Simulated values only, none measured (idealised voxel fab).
The document below concerns the process module designated voxel self aligned contacts.
The cross-section on display is named cut; it measures 195 nm wide, and its cells are 5 nm squares.
The cross-sections in this document take the form of a grid made of square cells. They are written out as bands, in order from top to bottom. Each band consists of one or more rows of cells. The entry gives the band's vertical extent as a top height and a bottom height in nm, then its horizontal make-up as materials from left to right, each with a width in nm. "blank" stands for empty space; a single material marked "edge to edge" fills the band edge to edge. Height reference: 0 = level under which incoming wafer is all one material. Lowest band: no bottom, runs on downward, e.g. "top 0, no bottom". Width spec "30->40" -> top row of cells at first value, bottom row at second value, equal per-row change in between. Any step labelled "everything unchanged" changed none of the cells in the cross-section. What "Enclosed cavities" gives you is every empty space of 8 cells or more that is cut off from the top. Each appears as width x height at distance, with the distance taken from the left edge and width, height and distance all in nm. Heads up: the bit after the settings on a step's line is the simulator's remark on that step. "overlay nm" answers the question of how far to the right of plan the mask lay on a step that has a mask, and when it is negative the answer is to the left.

STEPS PLANNED FOR THE PROCESS
- 1: op RECEIVE | material Si
- 2: op CONFORMAL_DEP | material SiO2 | thk nm 5
- 3: op DIRECTIONAL_DEP | material polySi | thk nm 20
- 4: op DIRECTIONAL_DEP | material SiN | thk nm 15
- 5: op PATTERN | tone cover | mask id GATE | material resist | width nm 30 | pitch nm 65 | thk nm 15 | overlay nm 0
- 6: op DIRECTIONAL_ETCH | etch materials SiN | depth nm 15
- 7: op DIRECTIONAL_ETCH | etch materials polySi | depth nm 20
- 8: op STRIP | etch materials resist
- 9: op CONFORMAL_DEP | material SiN | thk nm 5
- 10: op DIRECTIONAL_ETCH | etch materials SiN | depth nm 5
- 11: op FILL_DEP | material SiO2 | thk nm 15
- 12: op CMP | height nm 50
- 13: op PATTERN | tone open | mask id CONTACT | material resist | width nm 45 | thk nm 20 | overlay nm 0
- 14: op DIRECTIONAL_ETCH | etch materials SiO2 | depth nm 50
- 15: op STRIP | etch materials resist
- 16: op CONFORMAL_DEP | material TiN | thk nm 5
- 17: op FILL_DEP | material Ru | thk nm 5
- 18: op CMP | height nm 50
- 19: op CONFORMAL_DEP | material SiCN | thk nm 5

THE FOLLOWING PERTAINS TO THE FIRST OF TWO WAFERS, WHICH WAS PROCESSED AS PLANNED

AS-RECEIVED WAFER CROSS-SECTION (AFTER STEP 1)
top 0, no bottom = Si edge to edge
Enclosed cavities: none

CROSS-SECTION: WAFER STATE AFTER STEP 2
top 5, bottom 0 = SiO2 edge to edge
Anything lower than 0 is untouched.

CROSS-SECTION: WAFER STATE AFTER STEP 3
top 25, bottom 5 = polySi edge to edge
Anything lower than 5 is untouched.

CROSS-SECTION: WAFER STATE AFTER STEP 4
top 40, bottom 25 = SiN edge to edge
Anything lower than 25 is untouched.

CROSS-SECTION: WAFER STATE AFTER STEP 5
top 55, bottom 40 = blank 50 / resist 30 / blank 35 / resist 30 / blank 50
Anything lower than 40 is untouched.

CROSS-SECTION: WAFER STATE AFTER STEP 6
top 55, bottom 40 = blank 50 / resist 30 / blank 35 / resist 30 / blank 50
top 40, bottom 25 = blank 50 / SiN 30 / blank 35 / SiN 30 / blank 50
Anything lower than 25 is untouched.

CROSS-SECTION: WAFER STATE AFTER STEP 7
top 55, bottom 40 = blank 50 / resist 30 / blank 35 / resist 30 / blank 50
top 40, bottom 25 = blank 50 / SiN 30 / blank 35 / SiN 30 / blank 50
top 25, bottom 5 = blank 50 / polySi 30 / blank 35 / polySi 30 / blank 50
Anything lower than 5 is untouched.

CROSS-SECTION: WAFER STATE AFTER STEP 8
top 40, bottom 25 = blank 50 / SiN 30 / blank 35 / SiN 30 / blank 50
Anything lower than 25 is untouched.

CROSS-SECTION: WAFER STATE AFTER STEP 9
top 45, bottom 25 = blank 45 / SiN 40 / blank 25 / SiN 40 / blank 45
top 25, bottom 10 = blank 45 / SiN 5 / polySi 30 / SiN 5 / blank 25 / SiN 5 / polySi 30 / SiN 5 / blank 45
top 10, bottom 5 = SiN 50 / polySi 30 / SiN 35 / polySi 30 / SiN 50
Anything lower than 5 is untouched.

CROSS-SECTION: WAFER STATE AFTER STEP 10
top 40, bottom 25 = blank 45 / SiN 40 / blank 25 / SiN 40 / blank 45
top 25, bottom 5 = blank 45 / SiN 5 / polySi 30 / SiN 5 / blank 25 / SiN 5 / polySi 30 / SiN 5 / blank 45
Anything lower than 5 is untouched.

CROSS-SECTION: WAFER STATE AFTER STEP 11
top 55, bottom 40 = SiO2 edge to edge
top 40, bottom 25 = SiO2 45 / SiN 40 / SiO2 25 / SiN 40 / SiO2 45
top 25, bottom 5 = SiO2 45 / SiN 5 / polySi 30 / SiN 5 / SiO2 25 / SiN 5 / polySi 30 / SiN 5 / SiO2 45
Anything lower than 5 is untouched.

CROSS-SECTION: WAFER STATE AFTER STEP 12
top 50, bottom 40 = SiO2 edge to edge
Anything lower than 40 is untouched.

CROSS-SECTION: WAFER STATE AFTER STEP 13
top 70, bottom 50 = resist 75 / blank 45 / resist 75
Anything lower than 50 is untouched.

CROSS-SECTION: WAFER STATE AFTER STEP 14
top 70, bottom 50 = resist 75 / blank 45 / resist 75
top 50, bottom 40 = SiO2 75 / blank 45 / SiO2 75
top 40, bottom 25 = SiO2 45 / SiN 40 / blank 25 / SiN 40 / SiO2 45
top 25, bottom 5 = SiO2 45 / SiN 5 / polySi 30 / SiN 5 / blank 25 / SiN 5 / polySi 30 / SiN 5 / SiO2 45
top 5, bottom 0 = SiO2 85 / blank 25 / SiO2 85
Anything lower than 0 is untouched.

CROSS-SECTION: WAFER STATE AFTER STEP 15
top 50, bottom 40 = SiO2 75 / blank 45 / SiO2 75
Anything lower than 40 is untouched.

CROSS-SECTION: WAFER STATE AFTER STEP 16
top 55, bottom 50 = TiN 80 / blank 35 / TiN 80
top 50, bottom 40 = SiO2 75 / TiN 5->15 / blank 35->15 / TiN 5->15 / SiO2 75
top 40, bottom 25 = SiO2 45 / SiN 40 / TiN 5 / blank 15 / TiN 5 / SiN 40 / SiO2 45
top 25, bottom 5 = SiO2 45 / SiN 5 / polySi 30 / SiN 5 / TiN 5 / blank 15 / TiN 5 / SiN 5 / polySi 30 / SiN 5 / SiO2 45
top 5, bottom 0 = SiO2 85 / TiN 25 / SiO2 85
Anything lower than 0 is untouched.

CROSS-SECTION: WAFER STATE AFTER STEP 17
top 60, bottom 55 = Ru edge to edge
top 55, bottom 50 = TiN 80 / Ru 35 / TiN 80
top 50, bottom 40 = SiO2 75 / TiN 5->15 / Ru 35->15 / TiN 5->15 / SiO2 75
top 40, bottom 25 = SiO2 45 / SiN 40 / TiN 5 / Ru 15 / TiN 5 / SiN 40 / SiO2 45
top 25, bottom 5 = SiO2 45 / SiN 5 / polySi 30 / SiN 5 / TiN 5 / Ru 15 / TiN 5 / SiN 5 / polySi 30 / SiN 5 / SiO2 45
Anything lower than 5 is untouched.

CROSS-SECTION: WAFER STATE AFTER STEP 18
top 50, bottom 40 = SiO2 75 / TiN 5->15 / Ru 35->15 / TiN 5->15 / SiO2 75
Anything lower than 40 is untouched.

CROSS-SECTION: WAFER STATE AFTER STEP 19
top 55, bottom 50 = SiCN edge to edge
Anything lower than 50 is untouched.

COMPANION WAFER, THE SECOND OF TWO: SAME BEGINNING, SAME INTENDED SEQUENCE, ONE MISTAKE IN CARRYING IT OUT; THROUGH STEP 4 INCLUSIVE IT TRACKS THE FIRST EXACTLY

CROSS-SECTION: SECOND WAFER, TIME AT WHICH STEP 5 WAS SCHEDULED TO END
top 55, bottom 40 = blank 60 / resist 30 / blank 35 / resist 30 / blank 40
Anything lower than 40 is untouched.

CROSS-SECTION: SECOND WAFER, TIME AT WHICH STEP 6 WAS SCHEDULED TO END
top 55, bottom 40 = blank 60 / resist 30 / blank 35 / resist 30 / blank 40
top 40, bottom 25 = blank 60 / SiN 30 / blank 35 / SiN 30 / blank 40
Anything lower than 25 is untouched.

CROSS-SECTION: SECOND WAFER, TIME AT WHICH STEP 7 WAS SCHEDULED TO END
top 55, bottom 40 = blank 60 / resist 30 / blank 35 / resist 30 / blank 40
top 40, bottom 25 = blank 60 / SiN 30 / blank 35 / SiN 30 / blank 40
top 25, bottom 5 = blank 60 / polySi 30 / blank 35 / polySi 30 / blank 40
Anything lower than 5 is untouched.

CROSS-SECTION: SECOND WAFER, TIME AT WHICH STEP 8 WAS SCHEDULED TO END
top 40, bottom 25 = blank 60 / SiN 30 / blank 35 / SiN 30 / blank 40
Anything lower than 25 is untouched.

CROSS-SECTION: SECOND WAFER, TIME AT WHICH STEP 9 WAS SCHEDULED TO END
top 45, bottom 25 = blank 55 / SiN 40 / blank 25 / SiN 40 / blank 35
top 25, bottom 10 = blank 55 / SiN 5 / polySi 30 / SiN 5 / blank 25 / SiN 5 / polySi 30 / SiN 5 / blank 35
top 10, bottom 5 = SiN 60 / polySi 30 / SiN 35 / polySi 30 / SiN 40
Anything lower than 5 is untouched.

CROSS-SECTION: SECOND WAFER, TIME AT WHICH STEP 10 WAS SCHEDULED TO END
top 40, bottom 25 = blank 55 / SiN 40 / blank 25 / SiN 40 / blank 35
top 25, bottom 5 = blank 55 / SiN 5 / polySi 30 / SiN 5 / blank 25 / SiN 5 / polySi 30 / SiN 5 / blank 35
Anything lower than 5 is untouched.

CROSS-SECTION: SECOND WAFER, TIME AT WHICH STEP 11 WAS SCHEDULED TO END
top 55, bottom 40 = SiO2 edge to edge
top 40, bottom 25 = SiO2 55 / SiN 40 / SiO2 25 / SiN 40 / SiO2 35
top 25, bottom 5 = SiO2 55 / SiN 5 / polySi 30 / SiN 5 / SiO2 25 / SiN 5 / polySi 30 / SiN 5 / SiO2 35
Anything lower than 5 is untouched.

CROSS-SECTION: SECOND WAFER, TIME AT WHICH STEP 12 WAS SCHEDULED TO END
top 50, bottom 40 = SiO2 edge to edge
Anything lower than 40 is untouched.

CROSS-SECTION: SECOND WAFER, TIME AT WHICH STEP 13 WAS SCHEDULED TO END
top 70, bottom 50 = resist 75 / blank 45 / resist 75
Anything lower than 50 is untouched.

CROSS-SECTION: SECOND WAFER, TIME AT WHICH STEP 14 WAS SCHEDULED TO END
top 70, bottom 50 = resist 75 / blank 45 / resist 75
top 50, bottom 40 = SiO2 75 / blank 45 / SiO2 75
top 40, bottom 25 = SiO2 55 / SiN 40 / blank 25 / SiN 40 / SiO2 35
top 25, bottom 5 = SiO2 55 / SiN 5 / polySi 30 / SiN 5 / blank 25 / SiN 5 / polySi 30 / SiN 5 / SiO2 35
top 5, bottom 0 = SiO2 95 / blank 25 / SiO2 75
Anything lower than 0 is untouched.

CROSS-SECTION: SECOND WAFER, TIME AT WHICH STEP 15 WAS SCHEDULED TO END
top 50, bottom 40 = SiO2 75 / blank 45 / SiO2 75
Anything lower than 40 is untouched.

CROSS-SECTION: SECOND WAFER, TIME AT WHICH STEP 16 WAS SCHEDULED TO END
top 55, bottom 50 = TiN 80 / blank 35 / TiN 80
top 50, bottom 40 = SiO2 75 / TiN 5->25 / blank 35->15 / TiN 5 / SiO2 75
top 40, bottom 25 = SiO2 55 / SiN 40 / TiN 5 / blank 15 / TiN 5 / SiN 40 / SiO2 35
top 25, bottom 5 = SiO2 55 / SiN 5 / polySi 30 / SiN 5 / TiN 5 / blank 15 / TiN 5 / SiN 5 / polySi 30 / SiN 5 / SiO2 35
top 5, bottom 0 = SiO2 95 / TiN 25 / SiO2 75
Anything lower than 0 is untouched.

CROSS-SECTION: SECOND WAFER, TIME AT WHICH STEP 17 WAS SCHEDULED TO END
top 60, bottom 55 = Ru edge to edge
top 55, bottom 50 = TiN 80 / Ru 35 / TiN 80
top 50, bottom 40 = SiO2 75 / TiN 5->25 / Ru 35->15 / TiN 5 / SiO2 75
top 40, bottom 25 = SiO2 55 / SiN 40 / TiN 5 / Ru 15 / TiN 5 / SiN 40 / SiO2 35
top 25, bottom 5 = SiO2 55 / SiN 5 / polySi 30 / SiN 5 / TiN 5 / Ru 15 / TiN 5 / SiN 5 / polySi 30 / SiN 5 / SiO2 35
Anything lower than 5 is untouched.

CROSS-SECTION: SECOND WAFER, TIME AT WHICH STEP 18 WAS SCHEDULED TO END
top 50, bottom 40 = SiO2 75 / TiN 5->25 / Ru 35->15 / TiN 5 / SiO2 75
Anything lower than 40 is untouched.

CROSS-SECTION: SECOND WAFER, TIME AT WHICH STEP 19 WAS SCHEDULED TO END
top 55, bottom 50 = SiCN edge to edge
Anything lower than 50 is untouched.
what went wrong: step 5 was not run as planned; what actually ran was op PATTERN | tone cover | mask id GATE | material resist | width nm 30 | pitch nm 65 | thk nm 15 | overlay nm 10
Both wafers, final: cells per material equal; arrangement not.
